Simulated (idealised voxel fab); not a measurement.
process module | voxel self aligned vias
cross-section cut | 285 nm wide | cells 5 nm
A cross-section is a grid of square cells, given in bands from the top down. A band is one or more rows of cells.
Each band's line starts with the height of the band's top and of its bottom, in nm. Then come its materials from left to right, each with its width in nm. One material with "throughout" fills the band from edge to edge. "air" is empty space.
Height 0 is the level under which the wafer as received is all one material. The lowest band goes on downwards, as in "0 down".
A width such as "30 to 40" changes by the same amount from each row of cells to the next, from the band's top row to its bottom row.
"no change" after a step means that no cell of the cross-section changed.
closed voids: empty space of 8 cells or more with no open way to the top, each as width x height at its distance from the left edge, in nm
after a step's settings: what the simulator itself notes on the step
overlay nm, on a step with a mask: how far to the right of its planned place the mask lay; to the left if negative
plan
1 op RECEIVE | material Si
2 op CONFORMAL_DEP | material SiO2 | thk nm 15
3 op CONFORMAL_DEP | material SiCN | thk nm 5
4 op DIRECTIONAL_DEP | material lowk | thk nm 25
5 op MASKED_ETCH | tone open | mask id LINES | width nm 30 | pitch nm 60 | etch materials lowk | depth nm 25 | overlay nm 0
6 op CONFORMAL_DEP | material TiN | thk nm 5
7 op FILL_DEP | material W | thk nm 10
8 op CMP | height nm 45
9 op SELECTIVE_ETCH | etch materials W Ru TiN | depth nm 5
10 op FILL_DEP | material SiN | thk nm 5
11 op CMP | height nm 45
12 op DIRECTIONAL_DEP | material lowk | thk nm 20
13 op MASKED_ETCH | tone open | mask id VIAS | width nm 40 | pitch nm 60 | etch materials lowk | depth nm 20 | overlay nm -15
14 op MASKED_ETCH | tone open | mask id VIAS | width nm 40 | pitch nm 60 | etch materials SiN | depth nm 5 | overlay nm 0
15 op CONFORMAL_DEP | material TiN | thk nm 5
16 op FILL_DEP | material Cu | thk nm 5
17 op CMP | height nm 65
18 op CONFORMAL_DEP | material SiCN | thk nm 5
varied across the wafers: overlay nm of step 13. The plan shows the first wafer's value. All wafers start alike
first wafer as received, after step 1
  0 down: Si throughout
  closed voids: none
first wafer at the end, after step 18
  70 to 65: SiCN throughout
  65 to 50: lowk 45 | TiN 5 | Cu 30 | TiN 5 | lowk 20 | TiN 5 | Cu 30 | TiN 5 | lowk 20 | TiN 5 | Cu 30 | TiN 5 | lowk 80
  50 to 45: lowk 45 | TiN 25 | Cu 10 | TiN 5 | lowk 20 | TiN 25 | Cu 10 | TiN 5 | lowk 20 | TiN 25 | Cu 10 | TiN 5 | lowk 80
  45 to 40: lowk 65 | TiN 20 | SiN 10 | lowk 30 | TiN 20 | SiN 10 | lowk 30 | TiN 20 | SiN 10 | lowk 70
  40 to 25: lowk 65 | TiN 5 | W 20 | TiN 5 | lowk 30 | TiN 5 | W 20 | TiN 5 | lowk 30 | TiN 5 | W 20 | TiN 5 | lowk 70
  25 to 20: lowk 65 | TiN 30 | lowk 30 | TiN 30 | lowk 30 | TiN 30 | lowk 70
  20 to 15: SiCN throughout
  15 to 0: SiO2 throughout
  0 down: Si throughout
  closed voids: none
last wafer at the end
  70 to 65: SiCN throughout
  65 to 50: lowk 75 | TiN 5 | Cu 30 | TiN 5 | lowk 20 | TiN 5 | Cu 30 | TiN 5 | lowk 20 | TiN 5 | Cu 30 | TiN 5 | lowk 50
  50 to 45: lowk 75 | TiN 5 | Cu 10 | TiN 25 | lowk 20 | TiN 5 | Cu 10 | TiN 25 | lowk 20 | TiN 5 | Cu 10 | TiN 25 | lowk 50
  45 to 40: lowk 65 | SiN 10 | TiN 20 | lowk 30 | SiN 10 | TiN 20 | lowk 30 | SiN 10 | TiN 20 | lowk 70
  40 to 25: lowk 65 | TiN 5 | W 20 | TiN 5 | lowk 30 | TiN 5 | W 20 | TiN 5 | lowk 30 | TiN 5 | W 20 | TiN 5 | lowk 70
  25 to 20: lowk 65 | TiN 30 | lowk 30 | TiN 30 | lowk 30 | TiN 30 | lowk 70
  20 to 15: SiCN throughout
  15 to 0: SiO2 throughout
  0 down: Si throughout
  closed voids: none
each wafer at the end: cells of each material gained (+) or lost (-) since it was received, then its closed voids
overlay nm -15 | +60 Cu | +114 SiCN | +6 SiN | +171 SiO2 | +84 TiN | +36 W | +327 lowk | closed voids: none
overlay nm -10 | +63 Cu | +114 SiCN | +3 SiN | +171 SiO2 | +84 TiN | +36 W | +327 lowk | closed voids: none
overlay nm -5 | +66 Cu | +114 SiCN | +171 SiO2 | +84 TiN | +36 W | +327 lowk | closed voids: none
overlay nm 0 | +66 Cu | +114 SiCN | +171 SiO2 | +84 TiN | +36 W | +327 lowk | closed voids: none
overlay nm 5 | +66 Cu | +114 SiCN | +171 SiO2 | +84 TiN | +36 W | +327 lowk | closed voids: none
overlay nm 10 | +63 Cu | +114 SiCN | +3 SiN | +171 SiO2 | +84 TiN | +36 W | +327 lowk | closed voids: none
overlay nm 15 | +60 Cu | +114 SiCN | +6 SiN | +171 SiO2 | +84 TiN | +36 W | +327 lowk | closed voids: none
